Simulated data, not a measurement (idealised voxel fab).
Process module, titled voxel ribs on slabs
The width of the displayed cross-section, cut, is 245 nm; its cells are square, with a size of 5 nm.
Cross-section, as written here: a square-cell grid given band by band from the top down, where a band holds one or more rows of cells. This entry defines a band. It first specifies the height of the band's top and the height of its bottom in nm, and then specifies the band's materials from left to right, stating each material with its width in nm. The word "full width" identifies a single material that fills the band from edge to edge, while the word "blank" identifies empty space. Heights are reckoned from 0. Under this level, the received wafer is all of one material. The bottommost band is open-ended downward, for example "from 0 down". The two numbers in a width such as "30 to 40" mark its ends across the band: the first belongs to the top row of cells, the second to the bottom row, and from each row to the next the width moves by the same amount. No cell of the cross-section changed in a step that is given as "nothing got changed". So "Unvented internal voids" is basically the list of trapped voids: any empty space of 8 cells or more that can't reach the top through an opening. They're written width x height at distance, the distance being from the left edge, and it's all nm. On each step's line, the part that comes after the settings is the simulator's own comment on the step. The "overlay nm" setting may appear on a step's line; for a step that uses a mask, it gives how far to the right of its planned position the mask lay, and a negative value indicates the left.

Planned step list for the process
| 1 | RECEIVE (material Si) |
| 2 | DIRECTIONAL_DEP (material SiO2; thk nm 20) |
| 3 | DIRECTIONAL_DEP (material SiN; thk nm 20) |
| 4 | MASKED_ETCH (tone cover; mask id RIB; width nm 15; etch materials SiN; depth nm 10; overlay nm 0) |
| 5 | MASKED_ETCH (tone cover; mask id SLAB; width nm 45; etch materials SiN; depth nm 10; overlay nm 0) |
| 6 | FILL_DEP (material SiO2; thk nm 25) |
| 7 | CMP (height nm 55) |
| 8 | DIRECTIONAL_DEP (material W; thk nm 10) |
| 9 | DIRECTIONAL_DEP (material aC; thk nm 15) |
| 10 | PATTERN (tone cover; mask id HEATER; material resist; width nm 25; thk nm 30; overlay nm 0) |
| 11 | DIRECTIONAL_ETCH (etch materials aC; depth nm 15) |
| 12 | STRIP (etch materials resist) |
| 13 | DIRECTIONAL_ETCH (etch materials W; depth nm 10) |
| 14 | STRIP (etch materials aC) |
| 15 | CONFORMAL_DEP (material SiO2; thk nm 5) |

Cross-section of the incoming wafer, state after step 1
  from 0 down  Si full width
  Unvented internal voids: none

Cross-section, first of two wafers, end of module, run as planned
  from 70 to 65  105 nm blank / 35 nm SiO2 / 105 nm blank
  from 65 to 60  105 nm blank / 5 nm SiO2 / 25 nm W / 5 nm SiO2 / 105 nm blank
  from 60 to 55  110 nm SiO2 / 25 nm W / 110 nm SiO2
  from 55 to 40  SiO2 full width
  from 40 to 30  115 nm SiO2 / 15 nm SiN / 115 nm SiO2
  from 30 to 20  100 nm SiO2 / 45 nm SiN / 100 nm SiO2
  from 20 to 0  SiO2 full width
  from 0 down  Si full width
  Unvented internal voids: none

Now the second wafer, cross-sectioned at the end of the module. Nothing different at the start, nothing different in the plan compared with the first, just one mistake when it was actually run
  from 65 to 55  110 nm blank / 25 nm W / 110 nm blank
  from 55 to 40  SiO2 full width
  from 40 to 30  115 nm SiO2 / 15 nm SiN / 115 nm SiO2
  from 30 to 20  100 nm SiO2 / 45 nm SiN / 100 nm SiO2
  from 20 to 0  SiO2 full width
  from 0 down  Si full width
  Unvented internal voids: none
Heads up, the wafer didn't run the way we planned it: plan step 15 never ran because it was skipped
The closing comparison, in cells, has the second wafer with more or fewer of some materials than the first: SiO2 -53
